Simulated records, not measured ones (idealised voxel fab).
Process module name: voxel ribs on slabs
Section cut is 295 nm wide and gridded with 5 nm square cells.
Throughout this document, each cross-section is represented as a grid of square cells and is presented as a sequence of bands enumerated from the top downward, where a band comprises one or more rows of cells.
Look at the band entry: it leads with the top's height and the bottom's height in nm. Then it lists the materials left to right, with a width in nm for each. The word "all across" on a single material says that material fills the band edge to edge. The word "air" is empty space.
Ref level 0: as-received wafer is one material below here. Bottom band extends down with no lower bound ("z 0 and below").
Width spec "30->40" -> top row of cells at first value, bottom row at second value, equal per-row change in between.
The designation "changes: none", where it is given for a processing step, indicates that no cell of the cross-section was altered in the course of that step.
Basically, "Unvented cavities" tells you about the enclosed voids: empty spaces with no open way to the top, 8 cells or bigger, each written width x height at distance, where distance is from the left edge, all in nm.
Where a step's line continues beyond its settings, the continuation is a remark by the simulator itself on that step.
"overlay nm" denotes, for a step that has a mask, the displacement of the mask to the right of its planned place, with negative values corresponding to the left.
[Intended process steps]
1 RECEIVE [material Si]
2 DIRECTIONAL_DEP [material SiO2] [thk nm 30]
3 DIRECTIONAL_DEP [material SiN] [thk nm 15]
4 DIRECTIONAL_DEP [material aC] [thk nm 10]
5 PATTERN [tone cover] [mask id RIB] [material resist] [width nm 20] [thk nm 25] [overlay nm 0]
6 DIRECTIONAL_ETCH [etch materials aC] [depth nm 10]
7 STRIP [etch materials resist]
8 DIRECTIONAL_ETCH [etch materials SiN] [depth nm 5]
9 STRIP [etch materials aC]
10 PATTERN [tone cover] [mask id SLAB] [material resist] [width nm 70] [thk nm 15] [overlay nm 0]
11 DIRECTIONAL_ETCH [etch materials SiN] [depth nm 10]
12 STRIP [etch materials resist]
13 FILL_DEP [material SiO2] [thk nm 20]
14 CMP [height nm 55]
15 DIRECTIONAL_DEP [material TiN] [thk nm 5]
16 PATTERN [tone cover] [mask id HEATER] [material resist] [width nm 30] [thk nm 15] [overlay nm 0]
17 DIRECTIONAL_ETCH [etch materials TiN] [depth nm 5]
18 STRIP [etch materials resist]
19 CONFORMAL_DEP [material SiN] [thk nm 10]
[This is the cross-section of the wafer as we received it, i.e. after step 1]
> z 0 and below  Si all across
> Unvented cavities: none
[Post-module cross-section: identical start and plan to those above, one misstep in execution]
> z 70 to 65  air (120), SiN (50), air (125)
> z 65 to 60  SiN all across
> z 60 to 55  SiN (130), TiN (30), SiN (135)
> z 55 to 45  aC all across
> z 45 to 40  aC (135), SiN (20), aC (140)
> z 40 to 30  aC (110), SiN (70), aC (115)
> z 30 to 0  SiO2 all across
> z 0 and below  Si all across
> Unvented cavities: none
Deviation noted in wafer processing: it should be noted that step 13 was executed with settings other than those planned, the operation and settings actually applied being FILL_DEP [material aC] [thk nm 20]
